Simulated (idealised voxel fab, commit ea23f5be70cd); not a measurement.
Proc. module: voxel wiring stack
In the cross-section labelled cut, the width is 180 nm and each square cell is 5 nm.
Heads up, the way a cross-section reads in here is a grid of square cells, handed over as bands from the top down, with every band being one or more rows of cells.
Within each band entry, the heights of the top and of the bottom of the band appear first, in that order and in nm; the materials of the band then follow from left to right, each with its corresponding width in nm. The designation "full width" on a single material indicates that it fills the band from edge to edge; the designation "blank" indicates empty space.
Counting heights begins at 0, where everything beneath is, in the wafer as received, one material. The lowest band has no bottom; it goes on downwards, as "top 0, no bottom" shows.
Note: "30 to 40" means the width goes from the first number (top row of the band) to the second number (bottom row) in equal steps per row of cells.
Basically "all unchanged" means that step didn't change any cell in the cross-section.
Empty spaces without an open route to the top, at least 8 cells in extent, make up the entry "Trapped cavities"; each is given as width x height at distance, where the distance is measured from the left edge, and all are in nm.
Note: text after step settings on the step line = simulator remark on that step.
Each step line may optionally specify "overlay nm", which for a step with a mask gives the rightward distance between the mask's planned place and where it lay, a negative value indicating the leftward direction.
These are the steps we planned for the process
1 RECEIVE | material Si
2 CONFORMAL_DEP | material SiO2 | thk nm 15
3 CONFORMAL_DEP | material SiN | thk nm 5
4 DIRECTIONAL_DEP | material SiO2 | thk nm 15
5 DIRECTIONAL_DEP | material aC | thk nm 15
6 PATTERN | tone open | mask id METAL_1 | material resist | width nm 25 | pitch nm 40 | thk nm 35 | overlay nm 0
7 DIRECTIONAL_ETCH | etch materials aC | depth nm 15
8 STRIP | etch materials resist
9 DIRECTIONAL_ETCH | etch materials SiO2 | depth nm 15
10 DIRECTIONAL_ETCH | etch materials SiN | depth nm 5
11 STRIP | etch materials aC
12 CONFORMAL_DEP | material TiN | thk nm 5
13 FILL_DEP | material Cu | thk nm 5
14 CMP | height nm 35
15 EPI | material Ru | thk nm 5
16 FILL_DEP | material SiCN | thk nm 5
17 DIRECTIONAL_DEP | material SiO2 | thk nm 10
18 PATTERN | tone open | mask id PLUG_1 | material resist | width nm 15 | pitch nm 40 | thk nm 15 | overlay nm 0
19 DIRECTIONAL_ETCH | etch materials SiO2 | depth nm 10
20 DIRECTIONAL_ETCH | etch materials SiCN | depth nm 5
21 STRIP | etch materials resist
22 CONFORMAL_DEP | material TiN | thk nm 5
23 FILL_DEP | material Ru | thk nm 10
24 CMP | height nm 55
25 DIRECTIONAL_DEP | material TiN | thk nm 5
26 DIRECTIONAL_DEP | material W | thk nm 15
27 PATTERN | tone cover | mask id METAL_2 | material resist | width nm 25 | pitch nm 40 | thk nm 20 | overlay nm 0
28 DIRECTIONAL_ETCH | etch materials W | depth nm 15
29 DIRECTIONAL_ETCH | etch materials TiN | depth nm 5
30 STRIP | etch materials resist
31 CONFORMAL_DEP | material SiN | thk nm 5
32 FILL_DEP | material lowk | thk nm 10
33 CMP | height nm 75
34 CONFORMAL_DEP | material SiCN | thk nm 5
35 DIRECTIONAL_DEP | material SiO2 | thk nm 30
36 DIRECTIONAL_DEP | material aC | thk nm 10
37 PATTERN | tone open | mask id METAL_3_HOLES | material resist | width nm 15 | thk nm 30 | overlay nm 0
38 DIRECTIONAL_ETCH | etch materials aC | depth nm 10
39 STRIP | etch materials resist
40 DIRECTIONAL_ETCH | etch materials SiO2 | depth nm 30
41 STRIP | etch materials aC
42 DIRECTIONAL_DEP | material aC | thk nm 15
43 PATTERN | tone open | mask id METAL_3 | material resist | width nm 25 | pitch nm 40 | thk nm 30 | overlay nm 0
44 DIRECTIONAL_ETCH | etch materials aC | depth nm 15
45 STRIP | etch materials resist
46 DIRECTIONAL_ETCH | etch materials SiO2 | depth nm 15
47 DIRECTIONAL_ETCH | etch materials SiCN | depth nm 5
48 STRIP | etch materials aC
49 CONFORMAL_DEP | material TiN | thk nm 5
50 FILL_DEP | material Cu | thk nm 5
51 CMP | height nm 110
52 CONFORMAL_DEP | material SiN | thk nm 5
Cross-section of the wafer as it came to us, i.e., already through step 1
* top 0, no bottom = Si full width
* Trapped cavities: none
The first of two wafers, cross-sectioned at the end of the module, with the run proceeding as planned
* top 115, bottom 110 = SiN full width
* top 110, bottom 100 = 55 of SiO2 | 5 of TiN | 15 of Cu | 5 of TiN | 15 of SiO2 | 5 of TiN | 15 of Cu | 5 of TiN | 60 of SiO2
* top 100, bottom 95 = 55 of SiO2 | 5 of TiN | 5 of Cu | 15 of TiN | 15 of SiO2 | 25 of TiN | 60 of SiO2
* top 95, bottom 80 = 55 of SiO2 | 5 of TiN | 5 of Cu | 5 of TiN | 110 of SiO2
* top 80, bottom 75 = 55 of SiCN | 15 of TiN | 110 of SiCN
* top 75, bottom 60 = 50 of lowk | 5 of SiN | 25 of W | 5 of SiN | 5 of lowk | 5 of SiN | 25 of W | 5 of SiN | 55 of lowk
* top 60, bottom 55 = 55 of SiN | 25 of TiN | 15 of SiN | 25 of TiN | 60 of SiN
* top 55, bottom 45 = 55 of SiO2 | 5 of TiN | 5 of Ru | 5 of TiN | 25 of SiO2 | 5 of TiN | 5 of Ru | 5 of TiN | 70 of SiO2
* top 45, bottom 40 = 55 of SiCN | 15 of TiN | 25 of SiCN | 15 of TiN | 70 of SiCN
* top 40, bottom 35 = 50 of SiCN | 35 of Ru | 5 of SiCN | 35 of Ru | 55 of SiCN
* top 35, bottom 20 = 55 of SiO2 | 5 of TiN | 15 of Cu | 5 of TiN | 15 of SiO2 | 5 of TiN | 15 of Cu | 5 of TiN | 60 of SiO2
* top 20, bottom 15 = 55 of SiN | 25 of TiN | 15 of SiN | 25 of TiN | 60 of SiN
* top 15, bottom 0 = SiO2 full width
* top 0, no bottom = Si full width
* Trapped cavities: none
What the second wafer looks like in cross-section once the module is done. Its start and its plan matched the first wafer's exactly; what differed was one mistake in how it was run
* top 115, bottom 110 = SiN full width
* top 110, bottom 100 = 55 of SiO2 | 5 of TiN | 15 of Cu | 5 of TiN | 15 of SiO2 | 5 of TiN | 15 of Cu | 5 of TiN | 60 of SiO2
* top 100, bottom 95 = 55 of SiO2 | 5 of TiN | 5 of Cu | 15 of TiN | 15 of SiO2 | 25 of TiN | 60 of SiO2
* top 95, bottom 80 = 55 of SiO2 | 5 of TiN | 5 of Cu | 5 of TiN | 110 of SiO2
* top 80, bottom 75 = 55 of SiCN | 15 of TiN | 110 of SiCN
* top 75, bottom 60 = 50 of lowk | 5 of SiN | 25 of W | 5 of SiN | 5 of lowk | 5 of SiN | 25 of W | 5 of SiN | 55 of lowk
* top 60, bottom 55 = 55 of SiN | 25 of TiN | 15 of SiN | 25 of TiN | 60 of SiN
* top 55, bottom 45 = 55 of SiO2 | 5 of TiN | 5 of Ru | 5 of TiN | 25 of SiO2 | 5 of TiN | 5 of Ru | 5 of TiN | 70 of SiO2
* top 45, bottom 40 = 55 of SiCN | 15 of TiN | 25 of SiCN | 15 of TiN | 70 of SiCN
* top 40, bottom 35 = Ru full width
* top 35, bottom 30 = 60 of TiN | 15 of Cu | 25 of TiN | 15 of Cu | 65 of TiN
* top 30, bottom 20 = 55 of SiO2 | 5 of TiN | 15 of Cu | 5 of TiN | 15 of SiO2 | 5 of TiN | 15 of Cu | 5 of TiN | 60 of SiO2
* top 20, bottom 15 = 55 of SiO2 | 25 of TiN | 15 of SiO2 | 25 of TiN | 60 of SiO2
* top 15, bottom 0 = SiO2 full width
* top 0, no bottom = Si full width
* Trapped cavities: none
It is concluded that the wafer was processed incorrectly with respect to the plan, in that yeah, step 3 of the plan got skipped, never ran
at the end the second wafer has, in cells: Ru: 22 more | SiCN: 22 fewer | SiN: 26 fewer | TiN: 26 more
